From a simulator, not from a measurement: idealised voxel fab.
Module name: voxel wiring stack (process module)
cross-section cut | 265 nm wide | cells 5 nm
Notation: cross-section as square-cell grid; stated in bands, top first, going down; one or more cell rows per band.
Heads up on the band format: heights come first, top then bottom, in nm. After that it's the materials left to right, each with its width in nm. A single material flagged "throughout" fills the whole band edge to edge, and "blank" means there's empty space there.
Note: height 0 marks the level under which the wafer is uniformly one material as received. Lowest band unbounded below, written "z 0 and below".
So if you see something like "30 to 40" for the width, read it as the top row of the band sitting at the first number and the bottom row at the second, with every row in between moving by the same amount as the last.
"nothing was modified", as given for a step, is the statement that not any cell of the cross-section underwent a change during that step.
Entry "Voids, enclosed". Content: empty spaces with no open connection to the top, size 8 cells or greater. Each: width x height at distance. Distance: from left edge. Unit: nm.
The remark found on a step's line after its settings is issued by the simulator itself and pertains to that step.
A step line may carry the setting "overlay nm", which, for steps involving a mask, states the distance by which the mask lay to the right of its intended position; negative values denote displacement to the left.
Structure of the following material. The material consists of pairs of cross-sections. Each pair comprises the cross-section before one process step and the cross-section after that step, the latter shown only down to the lowest band that changed. The step between the cross-sections is specified beneath each pair, including its settings. Pairs are not necessarily consecutive: they may derive from different runs of this module performed on the same starting wafer. Continuity with the pair above is to be assumed only where the entry headed "Before processing step" of the pair in question states it.
### Before processing step
  z 100 to 85 | lowk=55, then blank=20, then lowk=25, then blank=20, then lowk=25, then blank=20, then lowk=25, then blank=20, then lowk=55
  z 85 to 75 | lowk throughout
  z 75 to 70 | SiCN throughout
  z 70 to 55 | SiO2=55, then TiN=5, then Cu=10, then TiN=5, then SiO2=25, then TiN=5, then Cu=10, then TiN=5, then SiO2=25, then TiN=5, then Cu=10, then TiN=5, then SiO2=25, then TiN=5, then Cu=10, then TiN=5, then SiO2=55
  z 55 to 50 | SiO2=55, then TiN=5, then Cu=5, then TiN=10, then SiO2=25, then TiN=20, then SiO2=25, then TiN=5, then Cu=5, then TiN=10, then SiO2=25, then TiN=20, then SiO2=55
  z 50 to 35 | SiO2=55, then TiN=5, then Cu=5, then TiN=5, then SiO2=75, then TiN=5, then Cu=5, then TiN=5, then SiO2=105
  z 35 to 30 | SiCN=55, then TiN=15, then SiCN=75, then TiN=15, then SiCN=105
  z 30 to 15 | SiO2=55, then TiN=5, then W=10, then TiN=5, then SiO2=25, then TiN=5, then W=10, then TiN=5, then SiO2=25, then TiN=5, then W=10, then TiN=5, then SiO2=25, then TiN=5, then W=10, then TiN=5, then SiO2=55
  z 15 to 10 | SiN=55, then TiN=20, then SiN=25, then TiN=20, then SiN=25, then TiN=20, then SiN=25, then TiN=20, then SiN=55
  z 10 to 0 | SiO2 throughout
  z 0 and below | Si throughout
  Voids, enclosed: none
### Structure After Step
  z 100 to 90 | lowk=50, then blank=25, then lowk=20, then blank=25, then lowk=20, then blank=25, then lowk=20, then blank=25, then lowk=55
  z 90 to 75 | lowk=55, then blank=20, then lowk=25, then blank=20, then lowk=25, then blank=20, then lowk=25, then blank=20, then lowk=55
  Lower than 75, everything is as it was.
  Voids, enclosed: none
Here is the step that sits between the two cross-sections above: op MASKED_ETCH | tone open | mask id METAL_3_HOLES | width nm 25 | pitch nm 45 | etch materials lowk | depth nm 10 | overlay nm 0
Before processing step: The cross-section prior to this step is the one presented after the step of the pair immediately above.
### Structure After Step
  z 100 to 90 | lowk=50, then blank=25, then lowk=20, then blank=25, then lowk=20, then blank=25, then lowk=20, then blank=25, then lowk=55
  z 90 to 75 | lowk=55, then blank=20, then lowk=25, then blank=20, then lowk=25, then blank=20, then lowk=25, then blank=20, then lowk=55
  z 75 to 70 | SiCN=55, then blank=15, then SiCN=30, then blank=15, then SiCN=30, then blank=15, then SiCN=30, then blank=15, then SiCN=60
  Lower than 70, everything is as it was.
  Voids, enclosed: none
Here is the step that sits between the two cross-sections above: op MASKED_ETCH | tone open | mask id METAL_3_HOLES | width nm 15 | pitch nm 45 | etch materials SiCN | depth nm 5 | overlay nm 0
Before processing step: The cross-section prior to this step is the one presented after the step of the pair immediately above.
### Structure After Step
  z 105 to 100 | TiN=55, then blank=15, then TiN=30, then blank=15, then TiN=30, then blank=15, then TiN=30, then blank=15, then TiN=60
  z 100 to 90 | lowk=50, then TiN=5 to 10, then blank=15 to 10, then TiN=5, then lowk=20, then TiN=5 to 10, then blank=15 to 10, then TiN=5, then lowk=20, then TiN=5 to 10, then blank=15 to 10, then TiN=5, then lowk=20, then TiN=5 to 10, then blank=15 to 10, then TiN=5, then lowk=55
  z 90 to 80 | lowk=55, then TiN=5, then blank=10, then TiN=5, then lowk=25, then TiN=5, then blank=10, then TiN=5, then lowk=25, then TiN=5, then blank=10, then TiN=5, then lowk=25, then TiN=5, then blank=10, then TiN=5, then lowk=55
  z 80 to 75 | lowk=55, then TiN=5, then blank=5, then TiN=10, then lowk=25, then TiN=5, then blank=5, then TiN=10, then lowk=25, then TiN=5, then blank=5, then TiN=10, then lowk=25, then TiN=5, then blank=5, then TiN=10, then lowk=55
  z 75 to 70 | SiCN=55, then TiN=15, then SiCN=30, then TiN=15, then SiCN=30, then TiN=15, then SiCN=30, then TiN=15, then SiCN=60
  Lower than 70, everything is as it was.
  Voids, enclosed: none
Here is the step that sits between the two cross-sections above: op CONFORMAL_DEP | material TiN | thk nm 5
Before processing step: The cross-section prior to this step is the one presented after the step of the pair immediately above.
### Structure After Step
  z 115 to 105 | Cu throughout
  z 105 to 100 | TiN=55, then Cu=15, then TiN=30, then Cu=15, then TiN=30, then Cu=15, then TiN=30, then Cu=15, then TiN=60
  z 100 to 90 | lowk=50, then TiN=5 to 10, then Cu=15 to 10, then TiN=5, then lowk=20, then TiN=5 to 10, then Cu=15 to 10, then TiN=5, then lowk=20, then TiN=5 to 10, then Cu=15 to 10, then TiN=5, then lowk=20, then TiN=5 to 10, then Cu=15 to 10, then TiN=5, then lowk=55
  z 90 to 80 | lowk=55, then TiN=5, then Cu=10, then TiN=5, then lowk=25, then TiN=5, then Cu=10, then TiN=5, then lowk=25, then TiN=5, then Cu=10, then TiN=5, then lowk=25, then TiN=5, then Cu=10, then TiN=5, then lowk=55
  z 80 to 75 | lowk=55, then TiN=5, then Cu=5, then TiN=10, then lowk=25, then TiN=5, then Cu=5, then TiN=10, then lowk=25, then TiN=5, then Cu=5, then TiN=10, then lowk=25, then TiN=5, then Cu=5, then TiN=10, then lowk=55
  Lower than 75, everything is as it was.
  Voids, enclosed: none
Here is the step that sits between the two cross-sections above: op FILL_DEP | material Cu | thk nm 10
Before processing step: The cross-section prior to this step is the one presented after the step of the pair immediately above.
### Structure After Step
  z 100 to 90 | lowk=50, then TiN=5 to 10, then Cu=15 to 10, then TiN=5, then lowk=20, then TiN=5 to 10, then Cu=15 to 10, then TiN=5, then lowk=20, then TiN=5 to 10, then Cu=15 to 10, then TiN=5, then lowk=20, then TiN=5 to 10, then Cu=15 to 10, then TiN=5, then lowk=55
  Lower than 90, everything is as it was.
  Voids, enclosed: none
Here is the step that sits between the two cross-sections above: op CMP | height nm 100
Before processing step: The cross-section prior to this step is the one presented after the step of the pair immediately above.
### Structure After Step
  z 105 to 100 | SiCN throughout
  Lower than 100, everything is as it was.
  Voids, enclosed: none
Here is the step that sits between the two cross-sections above: op CONFORMAL_DEP | material SiCN | thk nm 5
Before processing step: The cross-section prior to this step is the one presented after the step of the pair immediately above.
### Structure After Step
  z 130 to 105 | lowk throughout
  Lower than 105, everything is as it was.
  Voids, enclosed: none
Here is the step that sits between the two cross-sections above: op DIRECTIONAL_DEP | material lowk | thk nm 25
Before processing step: The cross-section prior to this step is the one presented after the step of the pair immediately above.
### Structure After Step
  z 130 to 105 | lowk=55, then blank=15, then lowk=30, then blank=15, then lowk=30, then blank=15, then lowk=30, then blank=15, then lowk=60
  Lower than 105, everything is as it was.
  Voids, enclosed: none
Here is the step that sits between the two cross-sections above: op MASKED_ETCH | tone open | mask id METAL_4_HOLES | width nm 15 | pitch nm 45 | etch materials lowk | depth nm 25 | overlay nm 0
Before processing step: The cross-section prior to this step is the one presented after the step of the pair immediately above.
### Structure After Step
  z 130 to 115 | lowk=55, then blank=20, then lowk=25, then blank=20, then lowk=25, then blank=20, then lowk=25, then blank=20, then lowk=55
  Lower than 115, everything is as it was.
  Voids, enclosed: none
Here is the step that sits between the two cross-sections above: op MASKED_ETCH | tone open | mask id METAL_4 | width nm 20 | pitch nm 45 | etch materials lowk | depth nm 15 | overlay nm 0
Before processing step: The cross-section prior to this step is the one presented after the step of the pair immediately above.
### Structure After Step
  z 130 to 115 | lowk=55, then blank=20, then lowk=25, then blank=20, then lowk=25, then blank=20, then lowk=25, then blank=20, then lowk=55
  z 115 to 105 | lowk=55, then blank=15, then lowk=30, then blank=15, then lowk=30, then blank=15, then lowk=30, then blank=15, then lowk=60
  z 105 to 100 | SiCN=55, then blank=15, then SiCN=30, then blank=15, then SiCN=30, then blank=15, then SiCN=30, then blank=15, then SiCN=60
  Lower than 100, everything is as it was.
  Voids, enclosed: none
Here is the step that sits between the two cross-sections above: op MASKED_ETCH | tone open | mask id METAL_4 | width nm 20 | pitch nm 45 | etch materials SiCN | depth nm 5 | overlay nm 0
Before processing step: The cross-section prior to this step is the one presented after the step of the pair immediately above.
### Structure After Step
  z 135 to 130 | TiN=60, then blank=10, then TiN=35, then blank=10, then TiN=35, then blank=10, then TiN=35, then blank=10, then TiN=60
  z 130 to 120 | lowk=55, then TiN=5, then blank=10, then TiN=5, then lowk=25, then TiN=5, then blank=10, then TiN=5, then lowk=25, then TiN=5, then blank=10, then TiN=5, then lowk=25, then TiN=5, then blank=10, then TiN=5, then lowk=55
  z 120 to 115 | lowk=55, then TiN=5, then blank=5, then TiN=10, then lowk=25, then TiN=5, then blank=5, then TiN=10, then lowk=25, then TiN=5, then blank=5, then TiN=10, then lowk=25, then TiN=5, then blank=5, then TiN=10, then lowk=55
  z 115 to 105 | lowk=55, then TiN=5, then blank=5, then TiN=5, then lowk=30, then TiN=5, then blank=5, then TiN=5, then lowk=30, then TiN=5, then blank=5, then TiN=5, then lowk=30, then TiN=5, then blank=5, then TiN=5, then lowk=60
  z 105 to 100 | SiCN=55, then TiN=15, then SiCN=30, then TiN=15, then SiCN=30, then TiN=15, then SiCN=30, then TiN=15, then SiCN=60
  Lower than 100, everything is as it was.
  Voids, enclosed: none
Here is the step that sits between the two cross-sections above: op CONFORMAL_DEP | material TiN | thk nm 5
Before processing step: The cross-section prior to this step is the one presented after the step of the pair immediately above.
### Structure After Step
  z 145 to 135 | Ru throughout
  z 135 to 130 | TiN=60, then Ru=10, then TiN=35, then Ru=10, then TiN=35, then Ru=10, then TiN=35, then Ru=10, then TiN=60
  z 130 to 120 | lowk=55, then TiN=5, then Ru=10, then TiN=5, then lowk=25, then TiN=5, then Ru=10, then TiN=5, then lowk=25, then TiN=5, then Ru=10, then TiN=5, then lowk=25, then TiN=5, then Ru=10, then TiN=5, then lowk=55
  z 120 to 115 | lowk=55, then TiN=5, then Ru=5, then TiN=10, then lowk=25, then TiN=5, then Ru=5, then TiN=10, then lowk=25, then TiN=5, then Ru=5, then TiN=10, then lowk=25, then TiN=5, then Ru=5, then TiN=10, then lowk=55
  z 115 to 105 | lowk=55, then TiN=5, then Ru=5, then TiN=5, then lowk=30, then TiN=5, then Ru=5, then TiN=5, then lowk=30, then TiN=5, then Ru=5, then TiN=5, then lowk=30, then TiN=5, then Ru=5, then TiN=5, then lowk=60
  Lower than 105, everything is as it was.
  Voids, enclosed: none
Here is the step that sits between the two cross-sections above: op FILL_DEP | material Ru | thk nm 10
Before processing step: The cross-section prior to this step is the one presented after the step of the pair immediately above.
### Structure After Step
  z 130 to 120 | lowk=55, then TiN=5, then Ru=10, then TiN=5, then lowk=25, then TiN=5, then Ru=10, then TiN=5, then lowk=25, then TiN=5, then Ru=10, then TiN=5, then lowk=25, then TiN=5, then Ru=10, then TiN=5, then lowk=55
  Lower than 120, everything is as it was.
  Voids, enclosed: none
Here is the step that sits between the two cross-sections above: op CMP | height nm 130
Before processing step: The cross-section prior to this step is the one presented after the step of the pair immediately above.
### Structure After Step
  z 135 to 130 | SiCN throughout
  Lower than 130, everything is as it was.
  Voids, enclosed: none
Here is the step that sits between the two cross-sections above: op CONFORMAL_DEP | material SiCN | thk nm 5
### Before processing step
  z 80 to 70 | aC throughout
  z 70 to 35 | SiO2 throughout
  z 35 to 30 | SiCN throughout
  z 30 to 15 | SiO2=55, then TiN=5, then W=10, then TiN=5, then SiO2=25, then TiN=5, then W=10, then TiN=5, then SiO2=25, then TiN=5, then W=10, then TiN=5, then SiO2=25, then TiN=5, then W=10, then TiN=5, then SiO2=55
  z 15 to 10 | SiN=55, then TiN=20, then SiN=25, then TiN=20, then SiN=25, then TiN=20, then SiN=25, then TiN=20, then SiN=55
  z 10 to 0 | SiO2 throughout
  z 0 and below | Si throughout
  Voids, enclosed: none
### Structure After Step
  z 110 to 80 | resist=50, then blank=15, then resist=75, then blank=15, then resist=110
  Lower than 80, everything is as it was.
  Voids, enclosed: none
Here is the step that sits between the two cross-sections above: op PATTERN | tone open | mask id METAL_2_HOLES | material resist | width nm 15 | pitch nm 90 | thk nm 30 | overlay nm -5
Before processing step: The cross-section prior to this step is the one presented after the step of the pair immediately above.
### Structure After Step
  z 100 to 80 | resist=50, then blank=15, then resist=75, then blank=15, then resist=110
  z 80 to 70 | aC=50, then blank=15, then aC=75, then blank=15, then aC=110
  Lower than 70, everything is as it was.
  Voids, enclosed: none
Here is the step that sits between the two cross-sections above: op DIRECTIONAL_ETCH | etch materials aC | depth nm 10
Before processing step: The cross-section prior to this step is the one presented after the step of the pair immediately above.
### Structure After Step
  z 80 to 70 | aC=50, then blank=15, then aC=75, then blank=15, then aC=110
  Lower than 70, everything is as it was.
  Voids, enclosed: none
Here is the step that sits between the two cross-sections above: op STRIP | etch materials resist
Before processing step: The cross-section prior to this step is the one presented after the step of the pair immediately above.
### Structure After Step
  z 80 to 70 | aC=50, then blank=15, then aC=75, then blank=15, then aC=110
  z 70 to 35 | SiO2=50, then blank=15, then SiO2=75, then blank=15, then SiO2=110
  Lower than 35, everything is as it was.
  Voids, enclosed: none
Here is the step that sits between the two cross-sections above: op DIRECTIONAL_ETCH | etch materials SiO2 | depth nm 35
Before processing step: The cross-section prior to this step is the one presented after the step of the pair immediately above.
### Structure After Step
  z 70 to 35 | SiO2=50, then blank=15, then SiO2=75, then blank=15, then SiO2=110
  Lower than 35, everything is as it was.
  Voids, enclosed: none
Here is the step that sits between the two cross-sections above: op STRIP | etch materials aC
Before processing step: The cross-section prior to this step is the one presented after the step of the pair immediately above.
### Structure After Step
  z 70 to 50 | SiO2=50, then blank=25, then SiO2=25, then blank=20, then SiO2=20, then blank=25, then SiO2=25, then blank=20, then SiO2=55
  Lower than 50, everything is as it was.
  Voids, enclosed: none
Here is the step that sits between the two cross-sections above: op MASKED_ETCH | tone open | mask id METAL_2 | width nm 20 | pitch nm 45 | etch materials SiO2 | depth nm 20 | overlay nm 0
Before processing step: The cross-section prior to this step is the one presented after the step of the pair immediately above.
### Structure After Step
  z 70 to 50 | SiO2=50, then blank=25, then SiO2=25, then blank=20, then SiO2=20, then blank=25, then SiO2=25, then blank=20, then SiO2=55
  z 50 to 35 | SiO2=50, then blank=15, then SiO2=75, then blank=15, then SiO2=110
  z 35 to 30 | SiCN=55, then blank=10, then SiCN=80, then blank=10, then SiCN=110
  Lower than 30, everything is as it was.
  Voids, enclosed: none
Here is the step that sits between the two cross-sections above: op MASKED_ETCH | tone open | mask id METAL_2 | width nm 20 | pitch nm 45 | etch materials SiCN | depth nm 5 | overlay nm 0
Before processing step: The cross-section prior to this step is the one presented after the step of the pair immediately above.
### Structure After Step
  z 75 to 70 | TiN=55, then blank=15, then TiN=35, then blank=10, then TiN=30, then blank=15, then TiN=35, then blank=10, then TiN=60
  z 70 to 55 | SiO2=50, then TiN=5, then blank=15, then TiN=5, then SiO2=25, then TiN=5, then blank=10, then TiN=5, then SiO2=20, then TiN=5, then blank=15, then TiN=5, then SiO2=25, then TiN=5, then blank=10, then TiN=5, then SiO2=55
  z 55 to 50 | SiO2=50, then TiN=5, then blank=5, then TiN=15, then SiO2=25, then TiN=20, then SiO2=20, then TiN=5, then blank=5, then TiN=15, then SiO2=25, then TiN=20, then SiO2=55
  z 50 to 40 | SiO2=50, then TiN=5, then blank=5, then TiN=5, then SiO2=75, then TiN=5, then blank=5, then TiN=5, then SiO2=110
  z 40 to 35 | SiO2=50, then TiN=15, then SiO2=75, then TiN=15, then SiO2=110
  z 35 to 30 | SiCN=55, then TiN=10, then SiCN=80, then TiN=10, then SiCN=110
  Lower than 30, everything is as it was.
  Voids, enclosed: none
Here is the step that sits between the two cross-sections above: op CONFORMAL_DEP | material TiN | thk nm 5
Before processing step: The cross-section prior to this step is the one presented after the step of the pair immediately above.
### Structure After Step
  z 85 to 75 | Cu throughout
  z 75 to 70 | TiN=55, then Cu=15, then TiN=35, then Cu=10, then TiN=30, then Cu=15, then TiN=35, then Cu=10, then TiN=60
  z 70 to 55 | SiO2=50, then TiN=5, then Cu=15, then TiN=5, then SiO2=25, then TiN=5, then Cu=10, then TiN=5, then SiO2=20, then TiN=5, then Cu=15, then TiN=5, then SiO2=25, then TiN=5, then Cu=10, then TiN=5, then SiO2=55
  z 55 to 50 | SiO2=50, then TiN=5, then Cu=5, then TiN=15, then SiO2=25, then TiN=20, then SiO2=20, then TiN=5, then Cu=5, then TiN=15, then SiO2=25, then TiN=20, then SiO2=55
  z 50 to 40 | SiO2=50, then TiN=5, then Cu=5, then TiN=5, then SiO2=75, then TiN=5, then Cu=5, then TiN=5, then SiO2=110
  Lower than 40, everything is as it was.
  Voids, enclosed: none
Here is the step that sits between the two cross-sections above: op FILL_DEP | material Cu | thk nm 10
Before processing step: The cross-section prior to this step is the one presented after the step of the pair immediately above.
### Structure After Step
  z 70 to 55 | SiO2=50, then TiN=5, then Cu=15, then TiN=5, then SiO2=25, then TiN=5, then Cu=10, then TiN=5, then SiO2=20, then TiN=5, then Cu=15, then TiN=5, then SiO2=25, then TiN=5, then Cu=10, then TiN=5, then SiO2=55
  Lower than 55, everything is as it was.
  Voids, enclosed: none
Here is the step that sits between the two cross-sections above: op CMP | height nm 70
Before processing step: The cross-section prior to this step is the one presented after the step of the pair immediately above.
### Structure After Step
  z 75 to 70 | SiCN throughout
  Lower than 70, everything is as it was.
  Voids, enclosed: none
Here is the step that sits between the two cross-sections above: op CONFORMAL_DEP | material SiCN | thk nm 5
Before processing step: The cross-section prior to this step is the one presented after the step of the pair immediately above.
### Structure After Step
  z 100 to 75 | lowk throughout
  Lower than 75, everything is as it was.
  Voids, enclosed: none
Here is the step that sits between the two cross-sections above: op DIRECTIONAL_DEP | material lowk | thk nm 25
Before processing step: The cross-section prior to this step is the one presented after the step of the pair immediately above.
### Structure After Step
  z 120 to 100 | resist=55, then blank=20, then resist=25, then blank=20, then resist=25, then blank=20, then resist=25, then blank=20, then resist=55
  Lower than 100, everything is as it was.
  Voids, enclosed: none
Here is the step that sits between the two cross-sections above: op PATTERN | tone open | mask id METAL_3 | material resist | width nm 20 | pitch nm 45 | thk nm 20 | overlay nm 0
Before processing step: The cross-section prior to this step is the one presented after the step of the pair immediately above.
### Structure After Step
  z 120 to 100 | resist=55, then blank=20, then resist=25, then blank=20, then resist=25, then blank=20, then resist=25, then blank=20, then resist=55
  z 100 to 85 | lowk=55, then blank=20, then lowk=25, then blank=20, then lowk=25, then blank=20, then lowk=25, then blank=20, then lowk=55
  Lower than 85, everything is as it was.
  Voids, enclosed: none
Here is the step that sits between the two cross-sections above: op DIRECTIONAL_ETCH | etch materials lowk | depth nm 15
Before processing step: The cross-section prior to this step is the one presented after the step of the pair immediately above.
### Structure After Step
  z 100 to 85 | lowk=55, then blank=20, then lowk=25, then blank=20, then lowk=25, then blank=20, then lowk=25, then blank=20, then lowk=55
  Lower than 85, everything is as it was.
  Voids, enclosed: none
Here is the step that sits between the two cross-sections above: op STRIP | etch materials resist
Before processing step: The cross-section prior to this step is the one presented after the step of the pair immediately above.
### Structure After Step
  z 100 to 85 | lowk=55, then blank=20, then lowk=25, then blank=20, then lowk=25, then blank=20, then lowk=25, then blank=20, then lowk=55
  z 85 to 75 | lowk=55, then blank=15, then lowk=30, then blank=15, then lowk=30, then blank=15, then lowk=30, then blank=15, then lowk=60
  Lower than 75, everything is as it was.
  Voids, enclosed: none
Here is the step that sits between the two cross-sections above: op MASKED_ETCH | tone open | mask id METAL_3_HOLES | width nm 15 | pitch nm 45 | etch materials lowk | depth nm 10 | overlay nm 0
Before processing step: The cross-section prior to this step is the one presented after the step of the pair immediately above.
### Structure After Step
  z 100 to 85 | lowk=55, then blank=20, then lowk=25, then blank=20, then lowk=25, then blank=20, then lowk=25, then blank=20, then lowk=55
  z 85 to 75 | lowk=55, then blank=15, then lowk=30, then blank=15, then lowk=30, then blank=15, then lowk=30, then blank=15, then lowk=60
  z 75 to 70 | SiCN=55, then blank=15, then SiCN=30, then blank=15, then SiCN=30, then blank=15, then SiCN=30, then blank=15, then SiCN=60
  Lower than 70, everything is as it was.
  Voids, enclosed: none
Here is the step that sits between the two cross-sections above: op MASKED_ETCH | tone open | mask id METAL_3_HOLES | width nm 15 | pitch nm 45 | etch materials SiCN | depth nm 5 | overlay nm 0
Before processing step: The cross-section prior to this step is the one presented after the step of the pair immediately above.
### Structure After Step
  z 105 to 100 | TiN=60, then blank=10, then TiN=35, then blank=10, then TiN=35, then blank=10, then TiN=35, then blank=10, then TiN=60
  z 100 to 90 | lowk=55, then TiN=5, then blank=10, then TiN=5, then lowk=25, then TiN=5, then blank=10, then TiN=5, then lowk=25, then TiN=5, then blank=10, then TiN=5, then lowk=25, then TiN=5, then blank=10, then TiN=5, then lowk=55
  z 90 to 85 | lowk=55, then TiN=5, then blank=5, then TiN=10, then lowk=25, then TiN=5, then blank=5, then TiN=10, then lowk=25, then TiN=5, then blank=5, then TiN=10, then lowk=25, then TiN=5, then blank=5, then TiN=10, then lowk=55
  z 85 to 75 | lowk=55, then TiN=5, then blank=5, then TiN=5, then lowk=30, then TiN=5, then blank=5, then TiN=5, then lowk=30, then TiN=5, then blank=5, then TiN=5, then lowk=30, then TiN=5, then blank=5, then TiN=5, then lowk=60
  z 75 to 70 | SiCN=55, then TiN=15, then SiCN=30, then TiN=15, then SiCN=30, then TiN=15, then SiCN=30, then TiN=15, then SiCN=60
  Lower than 70, everything is as it was.
  Voids, enclosed: none
Here is the step that sits between the two cross-sections above: op CONFORMAL_DEP | material TiN | thk nm 5
Before processing step: The cross-section prior to this step is the one presented after the step of the pair immediately above.
### Structure After Step
  z 115 to 105 | Cu throughout
  z 105 to 100 | TiN=60, then Cu=10, then TiN=35, then Cu=10, then TiN=35, then Cu=10, then TiN=35, then Cu=10, then TiN=60
  z 100 to 90 | lowk=55, then TiN=5, then Cu=10, then TiN=5, then lowk=25, then TiN=5, then Cu=10, then TiN=5, then lowk=25, then TiN=5, then Cu=10, then TiN=5, then lowk=25, then TiN=5, then Cu=10, then TiN=5, then lowk=55
  z 90 to 85 | lowk=55, then TiN=5, then Cu=5, then TiN=10, then lowk=25, then TiN=5, then Cu=5, then TiN=10, then lowk=25, then TiN=5, then Cu=5, then TiN=10, then lowk=25, then TiN=5, then Cu=5, then TiN=10, then lowk=55
  z 85 to 75 | lowk=55, then TiN=5, then Cu=5, then TiN=5, then lowk=30, then TiN=5, then Cu=5, then TiN=5, then lowk=30, then TiN=5, then Cu=5, then TiN=5, then lowk=30, then TiN=5, then Cu=5, then TiN=5, then lowk=60
  Lower than 75, everything is as it was.
  Voids, enclosed: none
Here is the step that sits between the two cross-sections above: op FILL_DEP | material Cu | thk nm 10
Before processing step: The cross-section prior to this step is the one presented after the step of the pair immediately above.
### Structure After Step
  z 100 to 90 | lowk=55, then TiN=5, then Cu=10, then TiN=5, then lowk=25, then TiN=5, then Cu=10, then TiN=5, then lowk=25, then TiN=5, then Cu=10, then TiN=5, then lowk=25, then TiN=5, then Cu=10, then TiN=5, then lowk=55
  Lower than 90, everything is as it was.
  Voids, enclosed: none
Here is the step that sits between the two cross-sections above: op CMP | height nm 100
Before processing step: The cross-section prior to this step is the one presented after the step of the pair immediately above.
### Structure After Step
  z 105 to 100 | SiCN throughout
  Lower than 100, everything is as it was.
  Voids, enclosed: none
Here is the step that sits between the two cross-sections above: op CONFORMAL_DEP | material SiCN | thk nm 5
Before processing step: The cross-section prior to this step is the one presented after the step of the pair immediately above.
### Structure After Step
  z 130 to 105 | lowk throughout
  Lower than 105, everything is as it was.
  Voids, enclosed: none
Here is the step that sits between the two cross-sections above: op DIRECTIONAL_DEP | material lowk | thk nm 25
Before processing step: The cross-section prior to this step is the one presented after the step of the pair immediately above.
### Structure After Step
  z 130 to 105 | lowk=55, then blank=15, then lowk=30, then blank=15, then lowk=30, then blank=15, then lowk=30, then blank=15, then lowk=60
  Lower than 105, everything is as it was.
  Voids, enclosed: none
Here is the step that sits between the two cross-sections above: op MASKED_ETCH | tone open | mask id METAL_4_HOLES | width nm 15 | pitch nm 45 | etch materials lowk | depth nm 25 | overlay nm 0
Before processing step: The cross-section prior to this step is the one presented after the step of the pair immediately above.
### Structure After Step
  z 130 to 115 | lowk=55, then blank=20, then lowk=25, then blank=20, then lowk=25, then blank=20, then lowk=25, then blank=20, then lowk=55
  Lower than 115, everything is as it was.
  Voids, enclosed: none
Here is the step that sits between the two cross-sections above: op MASKED_ETCH | tone open | mask id METAL_4 | width nm 20 | pitch nm 45 | etch materials lowk | depth nm 15 | overlay nm 0
Before processing step: The cross-section prior to this step is the one presented after the step of the pair immediately above.
### Structure After Step
  z 130 to 115 | lowk=55, then blank=20, then lowk=25, then blank=20, then lowk=25, then blank=20, then lowk=25, then blank=20, then lowk=55
  z 115 to 105 | lowk=55, then blank=15, then lowk=30, then blank=15, then lowk=30, then blank=15, then lowk=30, then blank=15, then lowk=60
  z 105 to 100 | SiCN=55, then blank=15, then SiCN=30, then blank=15, then SiCN=30, then blank=15, then SiCN=30, then blank=15, then SiCN=60
  Lower than 100, everything is as it was.
  Voids, enclosed: none
Here is the step that sits between the two cross-sections above: op MASKED_ETCH | tone open | mask id METAL_4 | width nm 20 | pitch nm 45 | etch materials SiCN | depth nm 5 | overlay nm 0
Before processing step: The cross-section prior to this step is the one presented after the step of the pair immediately above.
### Structure After Step
  z 135 to 130 | TiN=60, then blank=10, then TiN=35, then blank=10, then TiN=35, then blank=10, then TiN=35, then blank=10, then TiN=60
  z 130 to 120 | lowk=55, then TiN=5, then blank=10, then TiN=5, then lowk=25, then TiN=5, then blank=10, then TiN=5, then lowk=25, then TiN=5, then blank=10, then TiN=5, then lowk=25, then TiN=5, then blank=10, then TiN=5, then lowk=55
  z 120 to 115 | lowk=55, then TiN=5, then blank=5, then TiN=10, then lowk=25, then TiN=5, then blank=5, then TiN=10, then lowk=25, then TiN=5, then blank=5, then TiN=10, then lowk=25, then TiN=5, then blank=5, then TiN=10, then lowk=55
  z 115 to 105 | lowk=55, then TiN=5, then blank=5, then TiN=5, then lowk=30, then TiN=5, then blank=5, then TiN=5, then lowk=30, then TiN=5, then blank=5, then TiN=5, then lowk=30, then TiN=5, then blank=5, then TiN=5, then lowk=60
  z 105 to 100 | SiCN=55, then TiN=15, then SiCN=30, then TiN=15, then SiCN=30, then TiN=15, then SiCN=30, then TiN=15, then SiCN=60
  Lower than 100, everything is as it was.
  Voids, enclosed: none
Here is the step that sits between the two cross-sections above: op CONFORMAL_DEP | material TiN | thk nm 5
Before processing step: The cross-section prior to this step is the one presented after the step of the pair immediately above.
### Structure After Step
  z 145 to 135 | Ru throughout
  z 135 to 130 | TiN=60, then Ru=10, then TiN=35, then Ru=10, then TiN=35, then Ru=10, then TiN=35, then Ru=10, then TiN=60
  z 130 to 120 | lowk=55, then TiN=5, then Ru=10, then TiN=5, then lowk=25, then TiN=5, then Ru=10, then TiN=5, then lowk=25, then TiN=5, then Ru=10, then TiN=5, then lowk=25, then TiN=5, then Ru=10, then TiN=5, then lowk=55
  z 120 to 115 | lowk=55, then TiN=5, then Ru=5, then TiN=10, then lowk=25, then TiN=5, then Ru=5, then TiN=10, then lowk=25, then TiN=5, then Ru=5, then TiN=10, then lowk=25, then TiN=5, then Ru=5, then TiN=10, then lowk=55
  z 115 to 105 | lowk=55, then TiN=5, then Ru=5, then TiN=5, then lowk=30, then TiN=5, then Ru=5, then TiN=5, then lowk=30, then TiN=5, then Ru=5, then TiN=5, then lowk=30, then TiN=5, then Ru=5, then TiN=5, then lowk=60
  Lower than 105, everything is as it was.
  Voids, enclosed: none
Here is the step that sits between the two cross-sections above: op FILL_DEP | material Ru | thk nm 10
Before processing step: The cross-section prior to this step is the one presented after the step of the pair immediately above.
### Structure After Step
  z 130 to 120 | lowk=55, then TiN=5, then Ru=10, then TiN=5, then lowk=25, then TiN=5, then Ru=10, then TiN=5, then lowk=25, then TiN=5, then Ru=10, then TiN=5, then lowk=25, then TiN=5, then Ru=10, then TiN=5, then lowk=55
  Lower than 120, everything is as it was.
  Voids, enclosed: none
Here is the step that sits between the two cross-sections above: op CMP | height nm 130
Before processing step: The cross-section prior to this step is the one presented after the step of the pair immediately above.
### Structure After Step
  z 135 to 130 | SiCN throughout
  Lower than 130, everything is as it was.
  Voids, enclosed: none
Here is the step that sits between the two cross-sections above: op CONFORMAL_DEP | material SiCN | thk nm 5
